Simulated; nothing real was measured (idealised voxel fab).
process module | voxel fin reveal
cross-section cut | 155 nm wide | cells 5 nm
A cross-section is a grid of square cells, given in bands from the top down. A band is one or more rows of cells.
Each band's line starts with the height of the band's top and of its bottom, in nm. Then come its materials from left to right, each with its width in nm. One material with "throughout" fills the band from edge to edge. "air" is empty space.
Height 0 is the level under which the wafer as received is all one material. The lowest band goes on downwards, as in "0 down".
A width such as "30 to 40" changes by the same amount from each row of cells to the next, from the band's top row to its bottom row.
"no change" after a step means that no cell of the cross-section changed.
closed voids: empty space of 8 cells or more with no open way to the top, each as width x height at its distance from the left edge, in nm
after a step's settings: what the simulator itself notes on the step
overlay nm, on a step with a mask: how far to the right of its planned place the mask lay; to the left if negative
plan
1 op RECEIVE | material Si
2 op CONFORMAL_DEP | material SiN | thk nm 5
3 op DIRECTIONAL_DEP | material aC | thk nm 10
4 op PATTERN | tone cover | mask id FINS | material resist | width nm 15 | pitch nm 35 | thk nm 30 | overlay nm 0
5 op DIRECTIONAL_ETCH | etch materials aC | depth nm 10
6 op STRIP | etch materials resist
7 op DIRECTIONAL_ETCH | etch materials SiN | depth nm 5
8 op DIRECTIONAL_ETCH | etch materials Si | depth nm 30
9 op STRIP | etch materials aC
10 op FILL_DEP | material SiO2 | thk nm 10
11 op CMP | height nm 5
12 op SELECTIVE_ETCH | etch materials SiO2 | depth nm 15
13 op STRIP | etch materials SiN
first wafer, as planned
as received, after step 1
  0 down: Si throughout
  closed voids: none
after step 2
  5 to 0: SiN throughout
  below 0: unchanged
after step 3
  15 to 5: aC throughout
  below 5: unchanged
after step 4
  45 to 15: air 15 | resist 15 | air 20 | resist 15 | air 20 | resist 15 | air 20 | resist 15 | air 20
  below 15: unchanged
after step 5
  35 to 15: air 15 | resist 15 | air 20 | resist 15 | air 20 | resist 15 | air 20 | resist 15 | air 20
  15 to 5: air 15 | aC 15 | air 20 | aC 15 | air 20 | aC 15 | air 20 | aC 15 | air 20
  below 5: unchanged
after step 6
  15 to 5: air 15 | aC 15 | air 20 | aC 15 | air 20 | aC 15 | air 20 | aC 15 | air 20
  below 5: unchanged
after step 7
  15 to 5: air 15 | aC 15 | air 20 | aC 15 | air 20 | aC 15 | air 20 | aC 15 | air 20
  5 to 0: air 15 | SiN 15 | air 20 | SiN 15 | air 20 | SiN 15 | air 20 | SiN 15 | air 20
  below 0: unchanged
after step 8
  15 to 5: air 15 | aC 15 | air 20 | aC 15 | air 20 | aC 15 | air 20 | aC 15 | air 20
  5 to 0: air 15 | SiN 15 | air 20 | SiN 15 | air 20 | SiN 15 | air 20 | SiN 15 | air 20
  0 to -30: air 15 | Si 15 | air 20 | Si 15 | air 20 | Si 15 | air 20 | Si 15 | air 20
  below -30: unchanged
after step 9
  5 to 0: air 15 | SiN 15 | air 20 | SiN 15 | air 20 | SiN 15 | air 20 | SiN 15 | air 20
  below 0: unchanged
after step 10
  15 to 5: SiO2 throughout
  5 to 0: SiO2 15 | SiN 15 | SiO2 20 | SiN 15 | SiO2 20 | SiN 15 | SiO2 20 | SiN 15 | SiO2 20
  0 to -30: SiO2 15 | Si 15 | SiO2 20 | Si 15 | SiO2 20 | Si 15 | SiO2 20 | Si 15 | SiO2 20
  below -30: unchanged
after step 11
  5 to 0: SiO2 15 | SiN 15 | SiO2 20 | SiN 15 | SiO2 20 | SiN 15 | SiO2 20 | SiN 15 | SiO2 20
  below 0: unchanged
after step 12
  5 to 0: air 15 | SiN 15 | air 20 | SiN 15 | air 20 | SiN 15 | air 20 | SiN 15 | air 20
  0 to -10: air 15 | Si 15 | air 20 | Si 15 | air 20 | Si 15 | air 20 | Si 15 | air 20
  below -10: unchanged
after step 13
  0 to -10: air 15 | Si 15 | air 20 | Si 15 | air 20 | Si 15 | air 20 | Si 15 | air 20
  below -10: unchanged
second wafer: like start, like plan, one mistake. Through step 7 it matches the first wafer
when step 8 should have ended
  15 to 5: air 15 | aC 15 | air 20 | aC 15 | air 20 | aC 15 | air 20 | aC 15 | air 20
  5 to 0: air 15 | SiN 15 | air 20 | SiN 15 | air 20 | SiN 15 | air 20 | SiN 15 | air 20
  0 to -60: air 15 | Si 15 | air 20 | Si 15 | air 20 | Si 15 | air 20 | Si 15 | air 20
  below -60: unchanged
when step 9 should have ended
  5 to 0: air 15 | SiN 15 | air 20 | SiN 15 | air 20 | SiN 15 | air 20 | SiN 15 | air 20
  below 0: unchanged
when step 10 should have ended
  15 to 5: SiO2 throughout
  5 to 0: SiO2 15 | SiN 15 | SiO2 20 | SiN 15 | SiO2 20 | SiN 15 | SiO2 20 | SiN 15 | SiO2 20
  0 to -60: SiO2 15 | Si 15 | SiO2 20 | Si 15 | SiO2 20 | Si 15 | SiO2 20 | Si 15 | SiO2 20
  below -60: unchanged
when step 11 should have ended
  5 to 0: SiO2 15 | SiN 15 | SiO2 20 | SiN 15 | SiO2 20 | SiN 15 | SiO2 20 | SiN 15 | SiO2 20
  below 0: unchanged
when step 12 should have ended
  5 to 0: air 15 | SiN 15 | air 20 | SiN 15 | air 20 | SiN 15 | air 20 | SiN 15 | air 20
  0 to -10: air 15 | Si 15 | air 20 | Si 15 | air 20 | Si 15 | air 20 | Si 15 | air 20
  below -10: unchanged
when step 13 should have ended
  0 to -10: air 15 | Si 15 | air 20 | Si 15 | air 20 | Si 15 | air 20 | Si 15 | air 20
  below -10: unchanged
what went wrong: step 8 was run twice
at the end the second wafer has, in cells: 114 fewer of Si | 114 more of SiO2
